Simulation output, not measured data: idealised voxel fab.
process module | voxel transistor to metal
cross-section cut | 265 nm wide | cells 5 nm
A cross-section is a grid of square cells, given in bands from the top down. A band is one or more rows of cells.
Each band's line starts with the height of the band's top and of its bottom, in nm. Then come its materials from left to right, each with its width in nm. One material with "throughout" fills the band from edge to edge. "air" is empty space.
Height 0 is the level under which the wafer as received is all one material. The lowest band goes on downwards, as in "0 down".
A width such as "30 to 40" changes by the same amount from each row of cells to the next, from the band's top row to its bottom row.
"no change" after a step means that no cell of the cross-section changed.
closed voids: empty space of 8 cells or more with no open way to the top, each as width x height at its distance from the left edge, in nm
after a step's settings: what the simulator itself notes on the step
overlay nm, on a step with a mask: how far to the right of its planned place the mask lay; to the left if negative
plan
1 op RECEIVE | material Si
2 op CONFORMAL_DEP | material SiO2 | thk nm 5
3 op CONFORMAL_DEP | material SiN | thk nm 15
4 op PATTERN | tone cover | mask id ACTIVE | material resist | width nm 100 | pitch nm 125 | thk nm 15 | overlay nm 0
5 op DIRECTIONAL_ETCH | etch materials SiN | depth nm 15
6 op DIRECTIONAL_ETCH | etch materials SiO2 | depth nm 5
7 op DIRECTIONAL_ETCH | etch materials Si | depth nm 30
8 op STRIP | etch materials resist
9 op OXIDIZE | depth nm 5
10 op FILL_DEP | material SiO2 | thk nm 15
11 op CMP | height nm 20
12 op SELECTIVE_ETCH | etch materials SiO2 | depth nm 5
13 op STRIP | etch materials SiN
14 op SELECTIVE_ETCH | etch materials SiO2 | depth nm 5
15 op OXIDIZE | depth nm 5
16 op DIRECTIONAL_DEP | material polySi | thk nm 20
17 op DIRECTIONAL_DEP | material SiCN | thk nm 10
18 op DIRECTIONAL_DEP | material aC | thk nm 10
19 op PATTERN | tone cover | mask id GATE | material resist | width nm 20 | pitch nm 125 | thk nm 30 | overlay nm 0
20 op DIRECTIONAL_ETCH | etch materials aC | depth nm 10
21 op STRIP | etch materials resist
22 op DIRECTIONAL_ETCH | etch materials SiCN | depth nm 20
23 op DIRECTIONAL_ETCH | etch materials polySi | depth nm 30
24 op STRIP | etch materials aC
25 op CONFORMAL_DEP | material SiO2 | thk nm 5
26 op DIRECTIONAL_ETCH | etch materials SiO2 | depth nm 5
27 op CONFORMAL_DEP | material SiN | thk nm 10
28 op DIRECTIONAL_ETCH | etch materials SiN | depth nm 10
29 op DIRECTIONAL_ETCH | etch materials SiO2 | depth nm 5
30 op DIRECTIONAL_ETCH | etch materials Si | depth nm 5
31 op EPI | material pSi | thk nm 10
32 op FILL_DEP | material SiO2 | thk nm 10
33 op CMP | height nm 30
34 op DIRECTIONAL_DEP | material SiO2 | thk nm 10
35 op PATTERN | tone open | mask id CONTACT | material resist | width nm 30 | thk nm 20 | overlay nm 0
36 op DIRECTIONAL_ETCH | etch materials SiO2 | depth nm 35
37 op STRIP | etch materials resist
38 op CONFORMAL_DEP | material TiN | thk nm 5
39 op FILL_DEP | material W | thk nm 5
40 op CMP | height nm 40
41 op DIRECTIONAL_DEP | material TiN | thk nm 5
42 op DIRECTIONAL_DEP | material W | thk nm 15
43 op MASKED_ETCH | tone cover | mask id METAL_1 | width nm 15 | etch materials W | depth nm 15 | overlay nm 0
44 op MASKED_ETCH | tone cover | mask id METAL_1 | width nm 15 | etch materials TiN | depth nm 5 | overlay nm 0
45 op CONFORMAL_DEP | material SiCN | thk nm 5
46 op FILL_DEP | material SiO2 | thk nm 10
47 op CMP | height nm 60
48 op CONFORMAL_DEP | material SiCN | thk nm 5
49 op DIRECTIONAL_DEP | material SiO2 | thk nm 35
50 op MASKED_ETCH | tone open | mask id METAL_2 | width nm 15 | pitch nm 125 | etch materials SiO2 | depth nm 20 | overlay nm 0
51 op PATTERN | tone open | mask id METAL_2_HOLES | material resist | width nm 15 | pitch nm 125 | thk nm 20 | overlay nm 0
52 op DIRECTIONAL_ETCH | etch materials SiO2 | depth nm 15
53 op DIRECTIONAL_ETCH | etch materials SiCN | depth nm 5
54 op STRIP | etch materials resist
55 op CONFORMAL_DEP | material TiN | thk nm 5
56 op FILL_DEP | material Cu | thk nm 5
57 op CMP | height nm 100
58 op CONFORMAL_DEP | material SiN | thk nm 5
first wafer, as planned
as received, after step 1
  0 down: Si throughout
  closed voids: none
after step 2
  5 to 0: SiO2 throughout
  below 0: unchanged
after step 3
  20 to 5: SiN throughout
  below 5: unchanged
after step 4
  35 to 20: air 20 | resist 100 | air 25 | resist 100 | air 20
  below 20: unchanged
after step 5
  35 to 20: air 20 | resist 100 | air 25 | resist 100 | air 20
  20 to 5: air 20 | SiN 100 | air 25 | SiN 100 | air 20
  below 5: unchanged
after step 6
  35 to 20: air 20 | resist 100 | air 25 | resist 100 | air 20
  20 to 5: air 20 | SiN 100 | air 25 | SiN 100 | air 20
  5 to 0: air 20 | SiO2 100 | air 25 | SiO2 100 | air 20
  below 0: unchanged
after step 7
  35 to 20: air 20 | resist 100 | air 25 | resist 100 | air 20
  20 to 5: air 20 | SiN 100 | air 25 | SiN 100 | air 20
  5 to 0: air 20 | SiO2 100 | air 25 | SiO2 100 | air 20
  0 to -30: air 20 | Si 100 | air 25 | Si 100 | air 20
  below -30: unchanged
after step 8
  20 to 5: air 20 | SiN 100 | air 25 | SiN 100 | air 20
  below 5: unchanged
after step 9
  20 to 5: air 20 | SiN 100 | air 25 | SiN 100 | air 20
  5 to 0: air 20 | SiO2 100 | air 25 | SiO2 100 | air 20
  0 to -30: air 20 | SiO2 5 | Si 90 | SiO2 5 | air 25 | SiO2 5 | Si 90 | SiO2 5 | air 20
  -30 to -35: SiO2 25 | Si 90 | SiO2 35 | Si 90 | SiO2 25
  below -35: unchanged
after step 10
  35 to 20: SiO2 throughout
  20 to 5: SiO2 20 | SiN 100 | SiO2 25 | SiN 100 | SiO2 20
  5 to 0: SiO2 throughout
  0 to -35: SiO2 25 | Si 90 | SiO2 35 | Si 90 | SiO2 25
  below -35: unchanged
after step 11
  20 to 5: SiO2 20 | SiN 100 | SiO2 25 | SiN 100 | SiO2 20
  below 5: unchanged
after step 12
  20 to 15: air 20 | SiN 100 | air 25 | SiN 100 | air 20
  below 15: unchanged
after step 13
  15 to 5: SiO2 20 | air 100 | SiO2 25 | air 100 | SiO2 20
  below 5: unchanged
after step 14
  10 to 0: SiO2 15 | air 110 | SiO2 15 | air 110 | SiO2 15
  below 0: unchanged
after step 15
  10 to 0: SiO2 15 | air 110 | SiO2 15 | air 110 | SiO2 15
  0 to -5: SiO2 throughout
  below -5: unchanged
after step 16
  30 to 20: polySi 15 | air 110 | polySi 15 | air 110 | polySi 15
  20 to 10: polySi throughout
  10 to 0: SiO2 15 | polySi 110 | SiO2 15 | polySi 110 | SiO2 15
  below 0: unchanged
after step 17
  40 to 30: SiCN 15 | air 110 | SiCN 15 | air 110 | SiCN 15
  30 to 20: polySi 15 | SiCN 110 | polySi 15 | SiCN 110 | polySi 15
  below 20: unchanged
after step 18
  50 to 40: aC 15 | air 110 | aC 15 | air 110 | aC 15
  40 to 30: SiCN 15 | aC 110 | SiCN 15 | aC 110 | SiCN 15
  below 30: unchanged
after step 19
  80 to 50: air 60 | resist 20 | air 105 | resist 20 | air 60
  50 to 40: aC 15 | air 45 | resist 20 | air 45 | aC 15 | air 45 | resist 20 | air 45 | aC 15
  below 40: unchanged
after step 20
  70 to 40: air 60 | resist 20 | air 105 | resist 20 | air 60
  40 to 30: SiCN 15 | air 45 | aC 20 | air 45 | SiCN 15 | air 45 | aC 20 | air 45 | SiCN 15
  below 30: unchanged
after step 21
  40 to 30: SiCN 15 | air 45 | aC 20 | air 45 | SiCN 15 | air 45 | aC 20 | air 45 | SiCN 15
  below 30: unchanged
after step 22
  40 to 30: air 60 | aC 20 | air 105 | aC 20 | air 60
  30 to 20: polySi 15 | air 45 | SiCN 20 | air 45 | polySi 15 | air 45 | SiCN 20 | air 45 | polySi 15
  below 20: unchanged
after step 23
  40 to 30: air 60 | aC 20 | air 105 | aC 20 | air 60
  30 to 20: air 60 | SiCN 20 | air 105 | SiCN 20 | air 60
  20 to 10: air 60 | polySi 20 | air 105 | polySi 20 | air 60
  10 to 0: SiO2 15 | air 45 | polySi 20 | air 45 | SiO2 15 | air 45 | polySi 20 | air 45 | SiO2 15
  below 0: unchanged
after step 24
  30 to 20: air 60 | SiCN 20 | air 105 | SiCN 20 | air 60
  below 20: unchanged
after step 25
  35 to 30: air 55 | SiO2 30 | air 95 | SiO2 30 | air 55
  30 to 20: air 55 | SiO2 5 | SiCN 20 | SiO2 5 | air 95 | SiO2 5 | SiCN 20 | SiO2 5 | air 55
  20 to 15: air 55 | SiO2 5 | polySi 20 | SiO2 5 | air 95 | SiO2 5 | polySi 20 | SiO2 5 | air 55
  15 to 5: SiO2 20 | air 35 | SiO2 5 | polySi 20 | SiO2 5 | air 35 | SiO2 25 | air 35 | SiO2 5 | polySi 20 | SiO2 5 | air 35 | SiO2 20
  5 to 0: SiO2 60 | polySi 20 | SiO2 105 | polySi 20 | SiO2 60
  below 0: unchanged
after step 26
  30 to 20: air 55 | SiO2 5 | SiCN 20 | SiO2 5 | air 95 | SiO2 5 | SiCN 20 | SiO2 5 | air 55
  20 to 10: air 55 | SiO2 5 | polySi 20 | SiO2 5 | air 95 | SiO2 5 | polySi 20 | SiO2 5 | air 55
  10 to 0: SiO2 20 | air 35 | SiO2 5 | polySi 20 | SiO2 5 | air 35 | SiO2 25 | air 35 | SiO2 5 | polySi 20 | SiO2 5 | air 35 | SiO2 20
  below 0: unchanged
after step 27
  40 to 30: air 45 | SiN 50 | air 75 | SiN 50 | air 45
  30 to 20: air 45 | SiN 10 | SiO2 5 | SiCN 20 | SiO2 5 | SiN 10 | air 75 | SiN 10 | SiO2 5 | SiCN 20 | SiO2 5 | SiN 10 | air 45
  20 to 10: SiN 30 | air 15 | SiN 10 | SiO2 5 | polySi 20 | SiO2 5 | SiN 10 | air 15 | SiN 45 | air 15 | SiN 10 | SiO2 5 | polySi 20 | SiO2 5 | SiN 10 | air 15 | SiN 30
  10 to 0: SiO2 20 | SiN 35 | SiO2 5 | polySi 20 | SiO2 5 | SiN 35 | SiO2 25 | SiN 35 | SiO2 5 | polySi 20 | SiO2 5 | SiN 35 | SiO2 20
  below 0: unchanged
after step 28
  30 to 20: air 45 | SiN 10 | SiO2 5 | SiCN 20 | SiO2 5 | SiN 10 | air 75 | SiN 10 | SiO2 5 | SiCN 20 | SiO2 5 | SiN 10 | air 45
  20 to 10: air 45 | SiN 10 | SiO2 5 | polySi 20 | SiO2 5 | SiN 10 | air 75 | SiN 10 | SiO2 5 | polySi 20 | SiO2 5 | SiN 10 | air 45
  10 to 0: SiO2 20 | SiN 10 | air 15 | SiN 10 | SiO2 5 | polySi 20 | SiO2 5 | SiN 10 | air 15 | SiN 10 | SiO2 25 | SiN 10 | air 15 | SiN 10 | SiO2 5 | polySi 20 | SiO2 5 | SiN 10 | air 15 | SiN 10 | SiO2 20
  below 0: unchanged
after step 29
  30 to 25: air 45 | SiN 10 | air 5 | SiCN 20 | air 5 | SiN 10 | air 75 | SiN 10 | air 5 | SiCN 20 | air 5 | SiN 10 | air 45
  25 to 20: air 45 | SiN 10 | SiO2 5 | SiCN 20 | SiO2 5 | SiN 10 | air 75 | SiN 10 | SiO2 5 | SiCN 20 | SiO2 5 | SiN 10 | air 45
  20 to 10: air 45 | SiN 10 | SiO2 5 | polySi 20 | SiO2 5 | SiN 10 | air 75 | SiN 10 | SiO2 5 | polySi 20 | SiO2 5 | SiN 10 | air 45
  10 to 5: air 20 | SiN 10 | air 15 | SiN 10 | SiO2 5 | polySi 20 | SiO2 5 | SiN 10 | air 15 | SiN 10 | air 25 | SiN 10 | air 15 | SiN 10 | SiO2 5 | polySi 20 | SiO2 5 | SiN 10 | air 15 | SiN 10 | air 20
  5 to 0: SiO2 20 | SiN 10 | air 15 | SiN 10 | SiO2 5 | polySi 20 | SiO2 5 | SiN 10 | air 15 | SiN 10 | SiO2 25 | SiN 10 | air 15 | SiN 10 | SiO2 5 | polySi 20 | SiO2 5 | SiN 10 | air 15 | SiN 10 | SiO2 20
  0 to -5: SiO2 30 | air 15 | SiO2 50 | air 15 | SiO2 45 | air 15 | SiO2 50 | air 15 | SiO2 30
  below -5: unchanged
after step 30
  30 to 25: air 45 | SiN 10 | air 5 | SiCN 20 | air 5 | SiN 10 | air 75 | SiN 10 | air 5 | SiCN 20 | air 5 | SiN 10 | air 45
  25 to 20: air 45 | SiN 10 | SiO2 5 | SiCN 20 | SiO2 5 | SiN 10 | air 75 | SiN 10 | SiO2 5 | SiCN 20 | SiO2 5 | SiN 10 | air 45
  20 to 10: air 45 | SiN 10 | SiO2 5 | polySi 20 | SiO2 5 | SiN 10 | air 75 | SiN 10 | SiO2 5 | polySi 20 | SiO2 5 | SiN 10 | air 45
  10 to 5: air 20 | SiN 10 | air 15 | SiN 10 | SiO2 5 | polySi 20 | SiO2 5 | SiN 10 | air 15 | SiN 10 | air 25 | SiN 10 | air 15 | SiN 10 | SiO2 5 | polySi 20 | SiO2 5 | SiN 10 | air 15 | SiN 10 | air 20
  5 to 0: SiO2 20 | SiN 10 | air 15 | SiN 10 | SiO2 5 | polySi 20 | SiO2 5 | SiN 10 | air 15 | SiN 10 | SiO2 25 | SiN 10 | air 15 | SiN 10 | SiO2 5 | polySi 20 | SiO2 5 | SiN 10 | air 15 | SiN 10 | SiO2 20
  0 to -5: SiO2 30 | air 15 | SiO2 50 | air 15 | SiO2 45 | air 15 | SiO2 50 | air 15 | SiO2 30
  -5 to -10: SiO2 25 | Si 5 | air 15 | Si 50 | air 15 | Si 5 | SiO2 35 | Si 5 | air 15 | Si 50 | air 15 | Si 5 | SiO2 25
  below -10: unchanged
after step 31
  30 to 25: air 45 | SiN 10 | air 5 | SiCN 20 | air 5 | SiN 10 | air 75 | SiN 10 | air 5 | SiCN 20 | air 5 | SiN 10 | air 45
  25 to 20: air 45 | SiN 10 | SiO2 5 | SiCN 20 | SiO2 5 | SiN 10 | air 75 | SiN 10 | SiO2 5 | SiCN 20 | SiO2 5 | SiN 10 | air 45
  20 to 10: air 45 | SiN 10 | SiO2 5 | polySi 20 | SiO2 5 | SiN 10 | air 75 | SiN 10 | SiO2 5 | polySi 20 | SiO2 5 | SiN 10 | air 45
  10 to 5: air 20 | SiN 10 | air 15 | SiN 10 | SiO2 5 | polySi 20 | SiO2 5 | SiN 10 | air 15 | SiN 10 | air 25 | SiN 10 | air 15 | SiN 10 | SiO2 5 | polySi 20 | SiO2 5 | SiN 10 | air 15 | SiN 10 | air 20
  5 to 0: SiO2 20 | SiN 10 | pSi 15 | SiN 10 | SiO2 5 | polySi 20 | SiO2 5 | SiN 10 | pSi 15 | SiN 10 | SiO2 25 | SiN 10 | pSi 15 | SiN 10 | SiO2 5 | polySi 20 | SiO2 5 | SiN 10 | pSi 15 | SiN 10 | SiO2 20
  0 to -5: SiO2 30 | pSi 15 | SiO2 50 | pSi 15 | SiO2 45 | pSi 15 | SiO2 50 | pSi 15 | SiO2 30
  -5 to -10: SiO2 25 | Si 5 | pSi 15 | Si 50 | pSi 15 | Si 5 | SiO2 35 | Si 5 | pSi 15 | Si 50 | pSi 15 | Si 5 | SiO2 25
  below -10: unchanged
after step 32
  40 to 30: SiO2 throughout
  30 to 20: SiO2 45 | SiN 10 | SiO2 5 | SiCN 20 | SiO2 5 | SiN 10 | SiO2 75 | SiN 10 | SiO2 5 | SiCN 20 | SiO2 5 | SiN 10 | SiO2 45
  20 to 10: SiO2 45 | SiN 10 | SiO2 5 | polySi 20 | SiO2 5 | SiN 10 | SiO2 75 | SiN 10 | SiO2 5 | polySi 20 | SiO2 5 | SiN 10 | SiO2 45
  10 to 5: SiO2 20 | SiN 10 | SiO2 15 | SiN 10 | SiO2 5 | polySi 20 | SiO2 5 | SiN 10 | SiO2 15 | SiN 10 | SiO2 25 | SiN 10 | SiO2 15 | SiN 10 | SiO2 5 | polySi 20 | SiO2 5 | SiN 10 | SiO2 15 | SiN 10 | SiO2 20
  below 5: unchanged
after step 33
  30 to 20: SiO2 45 | SiN 10 | SiO2 5 | SiCN 20 | SiO2 5 | SiN 10 | SiO2 75 | SiN 10 | SiO2 5 | SiCN 20 | SiO2 5 | SiN 10 | SiO2 45
  below 20: unchanged
after step 34
  40 to 30: SiO2 throughout
  below 30: unchanged
after step 35
  60 to 40: resist 25 | air 30 | resist 30 | air 30 | resist 35 | air 30 | resist 30 | air 30 | resist 25
  below 40: unchanged
after step 36
  60 to 40: resist 25 | air 30 | resist 30 | air 30 | resist 35 | air 30 | resist 30 | air 30 | resist 25
  40 to 30: SiO2 25 | air 30 | SiO2 30 | air 30 | SiO2 35 | air 30 | SiO2 30 | air 30 | SiO2 25
  30 to 20: SiO2 25 | air 20 | SiN 10 | SiO2 5 | SiCN 20 | SiO2 5 | SiN 10 | air 20 | SiO2 35 | air 20 | SiN 10 | SiO2 5 | SiCN 20 | SiO2 5 | SiN 10 | air 20 | SiO2 25
  20 to 10: SiO2 25 | air 20 | SiN 10 | SiO2 5 | polySi 20 | SiO2 5 | SiN 10 | air 20 | SiO2 35 | air 20 | SiN 10 | SiO2 5 | polySi 20 | SiO2 5 | SiN 10 | air 20 | SiO2 25
  10 to 5: SiO2 20 | SiN 10 | air 15 | SiN 10 | SiO2 5 | polySi 20 | SiO2 5 | SiN 10 | air 15 | SiN 10 | SiO2 25 | SiN 10 | air 15 | SiN 10 | SiO2 5 | polySi 20 | SiO2 5 | SiN 10 | air 15 | SiN 10 | SiO2 20
  below 5: unchanged
after step 37
  40 to 30: SiO2 25 | air 30 | SiO2 30 | air 30 | SiO2 35 | air 30 | SiO2 30 | air 30 | SiO2 25
  below 30: unchanged
after step 38
  45 to 40: TiN 30 | air 20 | TiN 40 | air 20 | TiN 45 | air 20 | TiN 40 | air 20 | TiN 30
  40 to 30: SiO2 25 | TiN 5 | air 20 to 10 | TiN 5 to 15 | SiO2 30 | TiN 5 to 15 | air 20 to 10 | TiN 5 | SiO2 35 | TiN 5 | air 20 to 10 | TiN 5 to 15 | SiO2 30 | TiN 5 to 15 | air 20 to 10 | TiN 5 | SiO2 25
  30 to 20: SiO2 25 | TiN 5 | air 10 | TiN 5 | SiN 10 | SiO2 5 | SiCN 20 | SiO2 5 | SiN 10 | TiN 5 | air 10 | TiN 5 | SiO2 35 | TiN 5 | air 10 | TiN 5 | SiN 10 | SiO2 5 | SiCN 20 | SiO2 5 | SiN 10 | TiN 5 | air 10 | TiN 5 | SiO2 25
  20 to 10: SiO2 25 | TiN 5 to 10 | air 10 to 5 | TiN 5 | SiN 10 | SiO2 5 | polySi 20 | SiO2 5 | SiN 10 | TiN 5 | air 10 to 5 | TiN 5 to 10 | SiO2 35 | TiN 5 to 10 | air 10 to 5 | TiN 5 | SiN 10 | SiO2 5 | polySi 20 | SiO2 5 | SiN 10 | TiN 5 | air 10 to 5 | TiN 5 to 10 | SiO2 25
  10 to 5: SiO2 20 | SiN 10 | TiN 15 | SiN 10 | SiO2 5 | polySi 20 | SiO2 5 | SiN 10 | TiN 15 | SiN 10 | SiO2 25 | SiN 10 | TiN 15 | SiN 10 | SiO2 5 | polySi 20 | SiO2 5 | SiN 10 | TiN 15 | SiN 10 | SiO2 20
  below 5: unchanged
after step 39
  50 to 45: W throughout
  45 to 40: TiN 30 | W 20 | TiN 40 | W 20 | TiN 45 | W 20 | TiN 40 | W 20 | TiN 30
  40 to 30: SiO2 25 | TiN 5 | W 20 to 10 | TiN 5 to 15 | SiO2 30 | TiN 5 to 15 | W 20 to 10 | TiN 5 | SiO2 35 | TiN 5 | W 20 to 10 | TiN 5 to 15 | SiO2 30 | TiN 5 to 15 | W 20 to 10 | TiN 5 | SiO2 25
  30 to 20: SiO2 25 | TiN 5 | W 10 | TiN 5 | SiN 10 | SiO2 5 | SiCN 20 | SiO2 5 | SiN 10 | TiN 5 | W 10 | TiN 5 | SiO2 35 | TiN 5 | W 10 | TiN 5 | SiN 10 | SiO2 5 | SiCN 20 | SiO2 5 | SiN 10 | TiN 5 | W 10 | TiN 5 | SiO2 25
  20 to 10: SiO2 25 | TiN 5 to 10 | W 10 to 5 | TiN 5 | SiN 10 | SiO2 5 | polySi 20 | SiO2 5 | SiN 10 | TiN 5 | W 10 to 5 | TiN 5 to 10 | SiO2 35 | TiN 5 to 10 | W 10 to 5 | TiN 5 | SiN 10 | SiO2 5 | polySi 20 | SiO2 5 | SiN 10 | TiN 5 | W 10 to 5 | TiN 5 to 10 | SiO2 25
  below 10: unchanged
after step 40
  40 to 30: SiO2 25 | TiN 5 | W 20 to 10 | TiN 5 to 15 | SiO2 30 | TiN 5 to 15 | W 20 to 10 | TiN 5 | SiO2 35 | TiN 5 | W 20 to 10 | TiN 5 to 15 | SiO2 30 | TiN 5 to 15 | W 20 to 10 | TiN 5 | SiO2 25
  below 30: unchanged
after step 41
  45 to 40: TiN throughout
  below 40: unchanged
after step 42
  60 to 45: W throughout
  below 45: unchanged
after step 43
  60 to 45: air 25 | W 15 | air 60 | W 15 | air 35 | W 15 | air 60 | W 15 | air 25
  below 45: unchanged
after step 44
  60 to 45: air 25 | W 15 | air 60 | W 15 | air 35 | W 15 | air 60 | W 15 | air 25
  45 to 40: air 25 | TiN 15 | air 60 | TiN 15 | air 35 | TiN 15 | air 60 | TiN 15 | air 25
  below 40: unchanged
after step 45
  65 to 60: air 20 | SiCN 25 | air 50 | SiCN 25 | air 25 | SiCN 25 | air 50 | SiCN 25 | air 20
  60 to 45: air 20 | SiCN 5 | W 15 | SiCN 5 | air 50 | SiCN 5 | W 15 | SiCN 5 | air 25 | SiCN 5 | W 15 | SiCN 5 | air 50 | SiCN 5 | W 15 | SiCN 5 | air 20
  45 to 40: SiCN 25 | TiN 15 | SiCN 60 | TiN 15 | SiCN 35 | TiN 15 | SiCN 60 | TiN 15 | SiCN 25
  below 40: unchanged
after step 46
  75 to 65: SiO2 throughout
  65 to 60: SiO2 20 | SiCN 25 | SiO2 50 | SiCN 25 | SiO2 25 | SiCN 25 | SiO2 50 | SiCN 25 | SiO2 20
  60 to 45: SiO2 20 | SiCN 5 | W 15 | SiCN 5 | SiO2 50 | SiCN 5 | W 15 | SiCN 5 | SiO2 25 | SiCN 5 | W 15 | SiCN 5 | SiO2 50 | SiCN 5 | W 15 | SiCN 5 | SiO2 20
  below 45: unchanged
after step 47
  60 to 45: SiO2 20 | SiCN 5 | W 15 | SiCN 5 | SiO2 50 | SiCN 5 | W 15 | SiCN 5 | SiO2 25 | SiCN 5 | W 15 | SiCN 5 | SiO2 50 | SiCN 5 | W 15 | SiCN 5 | SiO2 20
  below 45: unchanged
after step 48
  65 to 60: SiCN throughout
  below 60: unchanged
after step 49
  100 to 65: SiO2 throughout
  below 65: unchanged
after step 50
  100 to 80: SiO2 25 | air 15 | SiO2 110 | air 15 | SiO2 100
  below 80: unchanged
after step 51
  120 to 100: resist 25 | air 15 | resist 110 | air 15 | resist 100
  below 100: unchanged
after step 52
  120 to 100: resist 25 | air 15 | resist 110 | air 15 | resist 100
  100 to 65: SiO2 25 | air 15 | SiO2 110 | air 15 | SiO2 100
  below 65: unchanged
after step 53
  120 to 100: resist 25 | air 15 | resist 110 | air 15 | resist 100
  100 to 65: SiO2 25 | air 15 | SiO2 110 | air 15 | SiO2 100
  65 to 60: SiCN 25 | air 15 | SiCN 110 | air 15 | SiCN 100
  below 60: unchanged
after step 54
  100 to 65: SiO2 25 | air 15 | SiO2 110 | air 15 | SiO2 100
  below 65: unchanged
after step 55
  105 to 100: TiN 30 | air 5 | TiN 120 | air 5 | TiN 105
  100 to 65: SiO2 25 | TiN 5 | air 5 | TiN 5 | SiO2 110 | TiN 5 | air 5 | TiN 5 | SiO2 100
  65 to 60: SiCN 25 | TiN 15 | SiCN 110 | TiN 15 | SiCN 100
  below 60: unchanged
after step 56
  110 to 105: Cu throughout
  105 to 100: TiN 30 | Cu 5 | TiN 120 | Cu 5 | TiN 105
  100 to 65: SiO2 25 | TiN 5 | Cu 5 | TiN 5 | SiO2 110 | TiN 5 | Cu 5 | TiN 5 | SiO2 100
  below 65: unchanged
after step 57
  100 to 65: SiO2 25 | TiN 5 | Cu 5 | TiN 5 | SiO2 110 | TiN 5 | Cu 5 | TiN 5 | SiO2 100
  below 65: unchanged
after step 58
  105 to 100: SiN throughout
  below 100: unchanged
second wafer: like start, like plan, one mistake. Through step 43 it matches the first wafer
when step 44 should have ended
  60 to 45: air 25 | W 15 | air 60 | W 15 | air 35 | W 15 | air 60 | W 15 | air 25
  45 to 40: air 20 | TiN 25 | air 50 | TiN 25 | air 25 | TiN 25 | air 50 | TiN 25 | air 20
  below 40: unchanged
when step 45 should have ended
  65 to 60: air 20 | SiCN 25 | air 50 | SiCN 25 | air 25 | SiCN 25 | air 50 | SiCN 25 | air 20
  60 to 50: air 20 | SiCN 5 | W 15 | SiCN 5 | air 50 | SiCN 5 | W 15 | SiCN 5 | air 25 | SiCN 5 | W 15 | SiCN 5 | air 50 | SiCN 5 | W 15 | SiCN 5 | air 20
  50 to 45: air 15 | SiCN 10 | W 15 | SiCN 10 | air 40 | SiCN 10 | W 15 | SiCN 10 | air 15 | SiCN 10 | W 15 | SiCN 10 | air 40 | SiCN 10 | W 15 | SiCN 10 | air 15
  45 to 40: SiCN 20 | TiN 25 | SiCN 50 | TiN 25 | SiCN 25 | TiN 25 | SiCN 50 | TiN 25 | SiCN 20
  below 40: unchanged
when step 46 should have ended
  75 to 65: SiO2 throughout
  65 to 60: SiO2 20 | SiCN 25 | SiO2 50 | SiCN 25 | SiO2 25 | SiCN 25 | SiO2 50 | SiCN 25 | SiO2 20
  60 to 50: SiO2 20 | SiCN 5 | W 15 | SiCN 5 | SiO2 50 | SiCN 5 | W 15 | SiCN 5 | SiO2 25 | SiCN 5 | W 15 | SiCN 5 | SiO2 50 | SiCN 5 | W 15 | SiCN 5 | SiO2 20
  50 to 45: SiO2 15 | SiCN 10 | W 15 | SiCN 10 | SiO2 40 | SiCN 10 | W 15 | SiCN 10 | SiO2 15 | SiCN 10 | W 15 | SiCN 10 | SiO2 40 | SiCN 10 | W 15 | SiCN 10 | SiO2 15
  below 45: unchanged
when step 47 should have ended
  60 to 50: SiO2 20 | SiCN 5 | W 15 | SiCN 5 | SiO2 50 | SiCN 5 | W 15 | SiCN 5 | SiO2 25 | SiCN 5 | W 15 | SiCN 5 | SiO2 50 | SiCN 5 | W 15 | SiCN 5 | SiO2 20
  below 50: unchanged
when step 48 should have ended
  65 to 60: SiCN throughout
  below 60: unchanged
when step 49 should have ended
  100 to 65: SiO2 throughout
  below 65: unchanged
when step 50 should have ended
  100 to 80: SiO2 25 | air 15 | SiO2 110 | air 15 | SiO2 100
  below 80: unchanged
when step 51 should have ended
  120 to 100: resist 25 | air 15 | resist 110 | air 15 | resist 100
  below 100: unchanged
when step 52 should have ended
  120 to 100: resist 25 | air 15 | resist 110 | air 15 | resist 100
  100 to 65: SiO2 25 | air 15 | SiO2 110 | air 15 | SiO2 100
  below 65: unchanged
when step 53 should have ended
  120 to 100: resist 25 | air 15 | resist 110 | air 15 | resist 100
  100 to 65: SiO2 25 | air 15 | SiO2 110 | air 15 | SiO2 100
  65 to 60: SiCN 25 | air 15 | SiCN 110 | air 15 | SiCN 100
  below 60: unchanged
when step 54 should have ended
  100 to 65: SiO2 25 | air 15 | SiO2 110 | air 15 | SiO2 100
  below 65: unchanged
when step 55 should have ended
  105 to 100: TiN 30 | air 5 | TiN 120 | air 5 | TiN 105
  100 to 65: SiO2 25 | TiN 5 | air 5 | TiN 5 | SiO2 110 | TiN 5 | air 5 | TiN 5 | SiO2 100
  65 to 60: SiCN 25 | TiN 15 | SiCN 110 | TiN 15 | SiCN 100
  below 60: unchanged
when step 56 should have ended
  110 to 105: Cu throughout
  105 to 100: TiN 30 | Cu 5 | TiN 120 | Cu 5 | TiN 105
  100 to 65: SiO2 25 | TiN 5 | Cu 5 | TiN 5 | SiO2 110 | TiN 5 | Cu 5 | TiN 5 | SiO2 100
  below 65: unchanged
when step 57 should have ended
  100 to 65: SiO2 25 | TiN 5 | Cu 5 | TiN 5 | SiO2 110 | TiN 5 | Cu 5 | TiN 5 | SiO2 100
  below 65: unchanged
when step 58 should have ended
  105 to 100: SiN throughout
  below 100: unchanged
what went wrong: step 44 ran as: op MASKED_ETCH | tone cover | mask id METAL_1 | width nm 25 | etch materials TiN | depth nm 5 | overlay nm 0
at the end the second wafer has, in cells: 8 fewer of SiO2 | 8 more of TiN
